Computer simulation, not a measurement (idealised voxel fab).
Herein follows the process module entitled voxel self aligned contacts.
Section shown: cut. Width: 280 nm. Cell size: 5 nm, square.
When this document writes out a cross-section, it uses a grid of square cells and lists it as bands, beginning at the top and moving down, with a band standing for one or more rows of cells.
Band: top height; bottom height; in nm. Then, left to right: material with width in nm, for each material. "everywhere": a single material spanning edge to edge. "empty": empty space.
The reference from which all heights are counted is 0, the level beneath which the as-received wafer is entirely one material; the lowest band, having no lower bound, proceeds downward and is written after the example "0..down".
It should be noted that a width expressed as "30..40" varies in equal increments from row to row of cells within the band, taking the value of the first number at the top row and that of the second number at the bottom row.
The designation "nothing altered", where it is given for a processing step, indicates that no cell of the cross-section was altered in the course of that step.
"Enclosed void inventory" lists enclosed empty spaces (at least 8 cells, no open path upward to the top), each as width x height at distance from the left edge, in nm.
Formally, on a step line, whatever follows the settings is a remark that the simulator itself makes on the step.
overlay nm: mask offset rightward from planned place, masked step; negative means leftward offset.
### These are the steps we planned for the process
step 1: op RECEIVE | material Si
step 2: op CONFORMAL_DEP | material SiO2 | thk nm 5
step 3: op DIRECTIONAL_DEP | material polySi | thk nm 30
step 4: op DIRECTIONAL_DEP | material SiN | thk nm 15
step 5: op MASKED_ETCH | tone cover | mask id GATE | width nm 25 | pitch nm 60 | etch materials SiN | depth nm 15 | overlay nm 0
step 6: op MASKED_ETCH | tone cover | mask id GATE | width nm 25 | pitch nm 60 | etch materials polySi | depth nm 30 | overlay nm 0
step 7: op CONFORMAL_DEP | material SiN | thk nm 5
step 8: op DIRECTIONAL_ETCH | etch materials SiN | depth nm 5
step 9: op FILL_DEP | material SiO2 | thk nm 20
step 10: op CMP | height nm 60
step 11: op PATTERN | tone open | mask id CONTACT | material resist | width nm 45 | thk nm 15 | overlay nm 0
step 12: op DIRECTIONAL_ETCH | etch materials SiO2 | depth nm 60
step 13: op STRIP | etch materials resist
step 14: op CONFORMAL_DEP | material TiN | thk nm 5
step 15: op FILL_DEP | material Ru | thk nm 5
step 16: op CMP | height nm 60
step 17: op CONFORMAL_DEP | material SiN | thk nm 5
### First of two wafers - as planned
### Wafer cross-section on receipt, i.e. after step 1
  0..down: Si everywhere
  Enclosed void inventory: none
### Cross-section of the wafer subsequent to step 2
  5..0: SiO2 everywhere
  For the remainder of the cross-section, below 0, there is no change.
### Cross-section of the wafer subsequent to step 3
  35..5: polySi everywhere
  For the remainder of the cross-section, below 5, there is no change.
### Cross-section of the wafer subsequent to step 4
  50..35: SiN everywhere
  For the remainder of the cross-section, below 35, there is no change.
### Cross-section of the wafer subsequent to step 5
  50..35: 95 empty | 25 SiN | 35 empty | 25 SiN | 100 empty
  For the remainder of the cross-section, below 35, there is no change.
### Cross-section of the wafer subsequent to step 6
  50..35: 95 empty | 25 SiN | 35 empty | 25 SiN | 100 empty
  35..5: 95 empty | 25 polySi | 35 empty | 25 polySi | 100 empty
  For the remainder of the cross-section, below 5, there is no change.
### Cross-section of the wafer subsequent to step 7
  55..35: 90 empty | 35 SiN | 25 empty | 35 SiN | 95 empty
  35..10: 90 empty | 5 SiN | 25 polySi | 5 SiN | 25 empty | 5 SiN | 25 polySi | 5 SiN | 95 empty
  10..5: 95 SiN | 25 polySi | 35 SiN | 25 polySi | 100 SiN
  For the remainder of the cross-section, below 5, there is no change.
### Cross-section of the wafer subsequent to step 8
  50..35: 90 empty | 35 SiN | 25 empty | 35 SiN | 95 empty
  35..5: 90 empty | 5 SiN | 25 polySi | 5 SiN | 25 empty | 5 SiN | 25 polySi | 5 SiN | 95 empty
  For the remainder of the cross-section, below 5, there is no change.
### Cross-section of the wafer subsequent to step 9
  70..50: SiO2 everywhere
  50..35: 90 SiO2 | 35 SiN | 25 SiO2 | 35 SiN | 95 SiO2
  35..5: 90 SiO2 | 5 SiN | 25 polySi | 5 SiN | 25 SiO2 | 5 SiN | 25 polySi | 5 SiN | 95 SiO2
  For the remainder of the cross-section, below 5, there is no change.
### Cross-section of the wafer subsequent to step 10
  60..50: SiO2 everywhere
  For the remainder of the cross-section, below 50, there is no change.
### Cross-section of the wafer subsequent to step 11
  75..60: 115 resist | 45 empty | 120 resist
  For the remainder of the cross-section, below 60, there is no change.
### Cross-section of the wafer subsequent to step 12
  75..60: 115 resist | 45 empty | 120 resist
  60..50: 115 SiO2 | 45 empty | 120 SiO2
  50..35: 90 SiO2 | 35 SiN | 25 empty | 35 SiN | 95 SiO2
  35..5: 90 SiO2 | 5 SiN | 25 polySi | 5 SiN | 25 empty | 5 SiN | 25 polySi | 5 SiN | 95 SiO2
  5..0: 125 SiO2 | 25 empty | 130 SiO2
  For the remainder of the cross-section, below 0, there is no change.
### Cross-section of the wafer subsequent to step 13
  60..50: 115 SiO2 | 45 empty | 120 SiO2
  For the remainder of the cross-section, below 50, there is no change.
### Cross-section of the wafer subsequent to step 14
  65..60: 120 TiN | 35 empty | 125 TiN
  60..50: 115 SiO2 | 5..15 TiN | 35..15 empty | 5..15 TiN | 120 SiO2
  50..35: 90 SiO2 | 35 SiN | 5 TiN | 15 empty | 5 TiN | 35 SiN | 95 SiO2
  35..5: 90 SiO2 | 5 SiN | 25 polySi | 5 SiN | 5 TiN | 15 empty | 5 TiN | 5 SiN | 25 polySi | 5 SiN | 95 SiO2
  5..0: 125 SiO2 | 25 TiN | 130 SiO2
  For the remainder of the cross-section, below 0, there is no change.
### Cross-section of the wafer subsequent to step 15
  70..65: Ru everywhere
  65..60: 120 TiN | 35 Ru | 125 TiN
  60..50: 115 SiO2 | 5..15 TiN | 35..15 Ru | 5..15 TiN | 120 SiO2
  50..35: 90 SiO2 | 35 SiN | 5 TiN | 15 Ru | 5 TiN | 35 SiN | 95 SiO2
  35..5: 90 SiO2 | 5 SiN | 25 polySi | 5 SiN | 5 TiN | 15 Ru | 5 TiN | 5 SiN | 25 polySi | 5 SiN | 95 SiO2
  For the remainder of the cross-section, below 5, there is no change.
### Cross-section of the wafer subsequent to step 16
  60..50: 115 SiO2 | 5..15 TiN | 35..15 Ru | 5..15 TiN | 120 SiO2
  For the remainder of the cross-section, below 50, there is no change.
### Cross-section of the wafer subsequent to step 17
  65..60: SiN everywhere
  For the remainder of the cross-section, below 60, there is no change.
### Wafer two of two - same starting point, same process plan, one mistake in execution; matches wafer one up to and including step 4
### What the second wafer looks like in cross-section when step 5 should have wrapped up
  50..35: 90 empty | 35 SiN | 25 empty | 35 SiN | 95 empty
  For the remainder of the cross-section, below 35, there is no change.
### What the second wafer looks like in cross-section when step 6 should have wrapped up
  50..35: 90 empty | 35 SiN | 25 empty | 35 SiN | 95 empty
  35..5: 90 empty | 35 polySi | 25 empty | 35 polySi | 95 empty
  For the remainder of the cross-section, below 5, there is no change.
### What the second wafer looks like in cross-section when step 7 should have wrapped up
  55..35: 85 empty | 45 SiN | 15 empty | 45 SiN | 90 empty
  35..10: 85 empty | 5 SiN | 35 polySi | 5 SiN | 15 empty | 5 SiN | 35 polySi | 5 SiN | 90 empty
  10..5: 90 SiN | 35 polySi | 25 SiN | 35 polySi | 95 SiN
  For the remainder of the cross-section, below 5, there is no change.
### What the second wafer looks like in cross-section when step 8 should have wrapped up
  50..35: 85 empty | 45 SiN | 15 empty | 45 SiN | 90 empty
  35..5: 85 empty | 5 SiN | 35 polySi | 5 SiN | 15 empty | 5 SiN | 35 polySi | 5 SiN | 90 empty
  For the remainder of the cross-section, below 5, there is no change.
### What the second wafer looks like in cross-section when step 9 should have wrapped up
  70..50: SiO2 everywhere
  50..35: 85 SiO2 | 45 SiN | 15 SiO2 | 45 SiN | 90 SiO2
  35..5: 85 SiO2 | 5 SiN | 35 polySi | 5 SiN | 15 SiO2 | 5 SiN | 35 polySi | 5 SiN | 90 SiO2
  For the remainder of the cross-section, below 5, there is no change.
### What the second wafer looks like in cross-section when step 10 should have wrapped up
  60..50: SiO2 everywhere
  For the remainder of the cross-section, below 50, there is no change.
### What the second wafer looks like in cross-section when step 11 should have wrapped up
  75..60: 115 resist | 45 empty | 120 resist
  For the remainder of the cross-section, below 60, there is no change.
### What the second wafer looks like in cross-section when step 12 should have wrapped up
  75..60: 115 resist | 45 empty | 120 resist
  60..50: 115 SiO2 | 45 empty | 120 SiO2
  50..35: 85 SiO2 | 45 SiN | 15 empty | 45 SiN | 90 SiO2
  35..5: 85 SiO2 | 5 SiN | 35 polySi | 5 SiN | 15 empty | 5 SiN | 35 polySi | 5 SiN | 90 SiO2
  5..0: 130 SiO2 | 15 empty | 135 SiO2
  For the remainder of the cross-section, below 0, there is no change.
### What the second wafer looks like in cross-section when step 13 should have wrapped up
  60..50: 115 SiO2 | 45 empty | 120 SiO2
  For the remainder of the cross-section, below 50, there is no change.
### What the second wafer looks like in cross-section when step 14 should have wrapped up
  65..60: 120 TiN | 35 empty | 125 TiN
  60..50: 115 SiO2 | 5..20 TiN | 35..5 empty | 5..20 TiN | 120 SiO2
  50..35: 85 SiO2 | 45 SiN | 5 TiN | 5 empty | 5 TiN | 45 SiN | 90 SiO2
  35..5: 85 SiO2 | 5 SiN | 35 polySi | 5 SiN | 5 TiN | 5 empty | 5 TiN | 5 SiN | 35 polySi | 5 SiN | 90 SiO2
  5..0: 130 SiO2 | 15 TiN | 135 SiO2
  For the remainder of the cross-section, below 0, there is no change.
### What the second wafer looks like in cross-section when step 15 should have wrapped up
  70..65: Ru everywhere
  65..60: 120 TiN | 35 Ru | 125 TiN
  60..50: 115 SiO2 | 5..20 TiN | 35..5 Ru | 5..20 TiN | 120 SiO2
  50..35: 85 SiO2 | 45 SiN | 5 TiN | 5 Ru | 5 TiN | 45 SiN | 90 SiO2
  35..5: 85 SiO2 | 5 SiN | 35 polySi | 5 SiN | 5 TiN | 5 Ru | 5 TiN | 5 SiN | 35 polySi | 5 SiN | 90 SiO2
  For the remainder of the cross-section, below 5, there is no change.
### What the second wafer looks like in cross-section when step 16 should have wrapped up
  60..50: 115 SiO2 | 5..20 TiN | 35..5 Ru | 5..20 TiN | 120 SiO2
  For the remainder of the cross-section, below 50, there is no change.
### What the second wafer looks like in cross-section when step 17 should have wrapped up
  65..60: SiN everywhere
  For the remainder of the cross-section, below 60, there is no change.
The mistake made against the process plan was this: step 5, actual vs plan mismatch, actual run op MASKED_ETCH | tone cover | mask id GATE | width nm 35 | pitch nm 60 | etch materials SiN | depth nm 15 | overlay nm 0
End check, counted in cells, second wafer has more or fewer of these materials than the first: -20 Ru; +12 SiN; -16 SiO2; +24 polySi
